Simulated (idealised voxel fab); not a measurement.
Process module heading - voxel gate over fins
Cross-section cut spans 255 nm and uses square cells 5 nm in size.
In this document a cross-section is written as a grid of square cells. It is given as a series of bands, listed from the top down, and a band is one or more rows of cells.
What a band's entry tells you: where the top is and where the bottom is, as heights in nm, and after that what lies inside, material by material from left to right, each with its width in nm. Empty space is written as the word "air", and a single material marked with the word "everywhere" occupies the band from edge to edge.
Heights are measured from 0, the level below which the as-received wafer is all one material; the lowest band has no bottom and continues downward, written as in "0 nm and below".
A width given as "30 to 40" starts at the first number in the band's top row and ends at the second number in its bottom row, shifting by an equal amount at every step from row to row.
"stayed the same", as given for a step, is the statement that not any cell of the cross-section underwent a change during that step.
The label "Entrapped void list" introduces a list of the empty spaces, 8 cells or larger, that have no open way up to the top; each entry in it reads width x height at distance, where the distance is taken from the left edge and all three are stated in nm.
That trailing text on a step's line, after the settings, is the simulator's own remark on the step.
Steps that use a mask can have "overlay nm" on their line. It says how far the mask sat to the right of where it was meant to be. Negative means to the left.

These are the steps we planned for the process
1) RECEIVE, material Si
2) CONFORMAL_DEP, material SiN, thk nm 10
3) MASKED_ETCH, tone cover, mask id FINS, width nm 15, pitch nm 50, etch materials SiN, depth nm 10, overlay nm 0
4) MASKED_ETCH, tone cover, mask id FINS, width nm 15, pitch nm 50, etch materials Si, depth nm 35, overlay nm 0
5) OXIDIZE, depth nm 5
6) FILL_DEP, material SiO2, thk nm 15
7) CMP, height nm 10
8) DIRECTIONAL_DEP, material aC, thk nm 10
9) PATTERN, tone open, mask id RAIL, material resist, width nm 15, thk nm 30, overlay nm 0
10) DIRECTIONAL_ETCH, etch materials aC, depth nm 10
11) STRIP, etch materials resist
12) DIRECTIONAL_ETCH, etch materials SiO2, depth nm 40
13) STRIP, etch materials aC
14) CONFORMAL_DEP, material TiN, thk nm 5
15) FILL_DEP, material W, thk nm 10
16) CMP, height nm 10
17) SELECTIVE_ETCH, etch materials W Ru TiN, depth nm 30
18) FILL_DEP, material SiO2, thk nm 5
19) CMP, height nm 10
20) SELECTIVE_ETCH, etch materials SiO2, depth nm 20
21) STRIP, etch materials SiN
22) CONFORMAL_DEP, material HfO2, thk nm 5
23) CONFORMAL_DEP, material TiN, thk nm 5
24) CONFORMAL_DEP, material TiAl, thk nm 5
25) CONFORMAL_DEP, material TiN, thk nm 5
26) FILL_DEP, material W, thk nm 15
27) CMP, height nm 30
28) CONFORMAL_DEP, material SiN, thk nm 5

Step 1 complete: cross-section of the wafer as received
- 0 nm and below | Si everywhere
- Entrapped void list: none

First of two wafers: cross-section at end of module, run per plan
- 35 nm to 30 nm | SiN everywhere
- 30 nm to 20 nm | W everywhere
- 20 nm to 15 nm | W (80); TiN (45); W (5); TiN (45); W (80)
- 15 nm to 10 nm | W (80); TiN (5); TiAl (35); TiN (5); W (5); TiN (5); TiAl (35); TiN (5); W (80)
- 10 nm to 5 nm | TiN (85); TiAl (5); TiN (25); TiAl (5); TiN (15); TiAl (5); TiN (25); TiAl (5); TiN (85)
- 5 nm to 0 nm | TiAl (90); TiN (5); HfO2 (15); TiN (5); TiAl (25); TiN (5); HfO2 (15); TiN (5); TiAl (90)
- 0 nm to -5 nm | TiN (95); HfO2 (5); Si (5); HfO2 (5); TiN (35); HfO2 (5); Si (5); HfO2 (5); TiN (95)
- -5 nm to -10 nm | HfO2 (100); Si (5); HfO2 (45); Si (5); HfO2 (100)
- -10 nm to -20 nm | SiO2 (100); Si (5); SiO2 (45); Si (5); SiO2 (100)
- -20 nm to -25 nm | SiO2 (100); Si (5); SiO2 (15); TiN (5); W (5); TiN (5); SiO2 (15); Si (5); SiO2 (100)
- -25 nm to -30 nm | SiO2 (100); Si (5); SiO2 (15); TiN (15); SiO2 (15); Si (5); SiO2 (100)
- -30 nm to -40 nm | SiO2 (100); Si (5); SiO2 (45); Si (5); SiO2 (100)
- -40 nm and below | Si everywhere
- Entrapped void list: none

What the second wafer looks like in cross-section once the module is done. Its start and its plan matched the first wafer's exactly; what differed was one mistake in how it was run
- 30 nm to 25 nm | SiN everywhere
- 25 nm to 20 nm | W everywhere
- 20 nm to 15 nm | W (80); TiN (45); W (5); TiN (45); W (80)
- 15 nm to 10 nm | W (80); TiN (5); TiAl (35); TiN (5); W (5); TiN (5); TiAl (35); TiN (5); W (80)
- 10 nm to 5 nm | TiN (85); TiAl (5); TiN (25); TiAl (5); TiN (15); TiAl (5); TiN (25); TiAl (5); TiN (85)
- 5 nm to 0 nm | TiAl (90); TiN (5); HfO2 (15); TiN (5); TiAl (25); TiN (5); HfO2 (15); TiN (5); TiAl (90)
- 0 nm to -5 nm | TiN (95); HfO2 (5); Si (5); HfO2 (5); TiN (35); HfO2 (5); Si (5); HfO2 (5); TiN (95)
- -5 nm to -10 nm | HfO2 (100); Si (5); HfO2 (45); Si (5); HfO2 (100)
- -10 nm to -20 nm | SiO2 (100); Si (5); SiO2 (45); Si (5); SiO2 (100)
- -20 nm to -25 nm | SiO2 (100); Si (5); SiO2 (15); TiN (5); W (5); TiN (5); SiO2 (15); Si (5); SiO2 (100)
- -25 nm to -30 nm | SiO2 (100); Si (5); SiO2 (15); TiN (15); SiO2 (15); Si (5); SiO2 (100)
- -30 nm to -40 nm | SiO2 (100); Si (5); SiO2 (45); Si (5); SiO2 (100)
- -40 nm and below | Si everywhere
- Entrapped void list: none
Where did the run depart from the plan? not per plan at step 27, really ran CMP, height nm 25
Final wafer comparison in cells, second versus first, more or fewer per material: -51 W
